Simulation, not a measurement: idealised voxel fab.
Process module, titled voxel double patterning
Square cells of 5 nm make up the cross-section cut, whose width is 180 nm.
Just so we're on the same page, the cross-sections are grids of square cells, and they're listed out in bands top to bottom, each band one or more rows deep.
Quick guide to a band line: top height, bottom height (nm) up front; then every material left to right with its width in nm. Only one material and it's marked "throughout"? Then it fills the band edge to edge. And "air" just means empty space.
Basically, 0 is our baseline, since under it the wafer straight out of the box is all one material. The bottom band has no lower end and keeps on going down, so it looks like "0 -> down".
The width entry "30 to 40" should be interpreted row by row: the top row of cells in the band takes the first number, the bottom row takes the second number, and the change between adjacent rows is uniform throughout.
It should be understood that the words "nothing different", when stated for a given step, signify that the cross-section underwent no change in any of its cells during that step.
In the "Closed internal cavities" entry, you get each enclosed empty space of 8 cells or more, one with no open way to the top, written width x height at distance, distance from the left edge, in nm.
It should be noted that, on the line of a given step, the content following the step's settings is a remark produced by the simulator itself with respect to that step.
Steps that use a mask can have "overlay nm" on their line. It says how far the mask sat to the right of where it was meant to be. Negative means to the left.
Set out below are the planned steps of the process
1 op RECEIVE | material Si
2 op CONFORMAL_DEP | material SiO2 | thk nm 5
3 op DIRECTIONAL_DEP | material W | thk nm 20
4 op DIRECTIONAL_DEP | material SiCN | thk nm 5
5 op MASKED_ETCH | tone open | mask id FIRST | width nm 15 | pitch nm 50 | etch materials SiCN | depth nm 5 | overlay nm 0
6 op PATTERN | tone open | mask id SECOND | material resist | width nm 15 | pitch nm 50 | thk nm 15 | overlay nm 0
7 op DIRECTIONAL_ETCH | etch materials SiCN | depth nm 5
8 op STRIP | etch materials resist
9 op DIRECTIONAL_ETCH | etch materials W | depth nm 20
10 op STRIP | etch materials SiCN
Account of the first of two wafers, which was processed as intended
This is the cross-section of the wafer as we received it, i.e. after step 1
0 -> down | Si throughout
Closed internal cavities: none
After step 2, in cross-section
5 -> 0 | SiO2 throughout
Everything below 0 is unchanged.
After step 3, in cross-section
25 -> 5 | W throughout
Everything below 5 is unchanged.
After step 4, in cross-section
30 -> 25 | SiCN throughout
Everything below 25 is unchanged.
After step 5, in cross-section
30 -> 25 | 30 of SiCN / 15 of air / 35 of SiCN / 15 of air / 35 of SiCN / 15 of air / 35 of SiCN
Everything below 25 is unchanged.
After step 6, in cross-section
45 -> 30 | 55 of resist / 15 of air / 35 of resist / 15 of air / 60 of resist
30 -> 25 | 30 of SiCN / 15 of resist / 35 of SiCN / 15 of resist / 35 of SiCN / 15 of resist / 35 of SiCN
Everything below 25 is unchanged.
After step 7, in cross-section
45 -> 30 | 55 of resist / 15 of air / 35 of resist / 15 of air / 60 of resist
30 -> 25 | 30 of SiCN / 15 of resist / 10 of SiCN / 15 of air / 10 of SiCN / 15 of resist / 10 of SiCN / 15 of air / 10 of SiCN / 15 of resist / 35 of SiCN
Everything below 25 is unchanged.
After step 8, in cross-section
30 -> 25 | 30 of SiCN / 15 of air / 10 of SiCN / 15 of air / 10 of SiCN / 15 of air / 10 of SiCN / 15 of air / 10 of SiCN / 15 of air / 35 of SiCN
Everything below 25 is unchanged.
After step 9, in cross-section
30 -> 25 | 30 of SiCN / 15 of air / 10 of SiCN / 15 of air / 10 of SiCN / 15 of air / 10 of SiCN / 15 of air / 10 of SiCN / 15 of air / 35 of SiCN
25 -> 5 | 30 of W / 15 of air / 10 of W / 15 of air / 10 of W / 15 of air / 10 of W / 15 of air / 10 of W / 15 of air / 35 of W
Everything below 5 is unchanged.
After step 10, in cross-section
25 -> 5 | 30 of W / 15 of air / 10 of W / 15 of air / 10 of W / 15 of air / 10 of W / 15 of air / 10 of W / 15 of air / 35 of W
Everything below 5 is unchanged.
The second wafer began exactly as the first did and followed the same plan, but one mistake was made while running it; through step 1 inclusive, the two wafers are identical
Second wafer, cut view, end of step 2 per plan
20 -> 0 | W throughout
Everything below 0 is unchanged.
Second wafer, cut view, end of step 3 per plan
25 -> 20 | SiO2 throughout
Everything below 20 is unchanged.
Second wafer, cut view, end of step 4 per plan
30 -> 25 | SiCN throughout
Everything below 25 is unchanged.
Second wafer, cut view, end of step 5 per plan
30 -> 25 | 30 of SiCN / 15 of air / 35 of SiCN / 15 of air / 35 of SiCN / 15 of air / 35 of SiCN
Everything below 25 is unchanged.
Second wafer, cut view, end of step 6 per plan
45 -> 30 | 55 of resist / 15 of air / 35 of resist / 15 of air / 60 of resist
30 -> 25 | 30 of SiCN / 15 of resist / 35 of SiCN / 15 of resist / 35 of SiCN / 15 of resist / 35 of SiCN
Everything below 25 is unchanged.
Second wafer, cut view, end of step 7 per plan
45 -> 30 | 55 of resist / 15 of air / 35 of resist / 15 of air / 60 of resist
30 -> 25 | 30 of SiCN / 15 of resist / 10 of SiCN / 15 of air / 10 of SiCN / 15 of resist / 10 of SiCN / 15 of air / 10 of SiCN / 15 of resist / 35 of SiCN
Everything below 25 is unchanged.
Second wafer, cut view, end of step 8 per plan
30 -> 25 | 30 of SiCN / 15 of air / 10 of SiCN / 15 of air / 10 of SiCN / 15 of air / 10 of SiCN / 15 of air / 10 of SiCN / 15 of air / 35 of SiCN
Everything below 25 is unchanged.
Second wafer, cut view, end of step 9 per plan: nothing different
Second wafer, cut view, end of step 10 per plan
25 -> 20 | SiO2 throughout
Everything below 20 is unchanged.
Want to know what went wrong? the executed order of steps 2 and 3 is the reverse of that specified in the plan, each step having taken the other's position
The closing comparison, in cells, has the second wafer with more or fewer of some materials than the first: +60 W
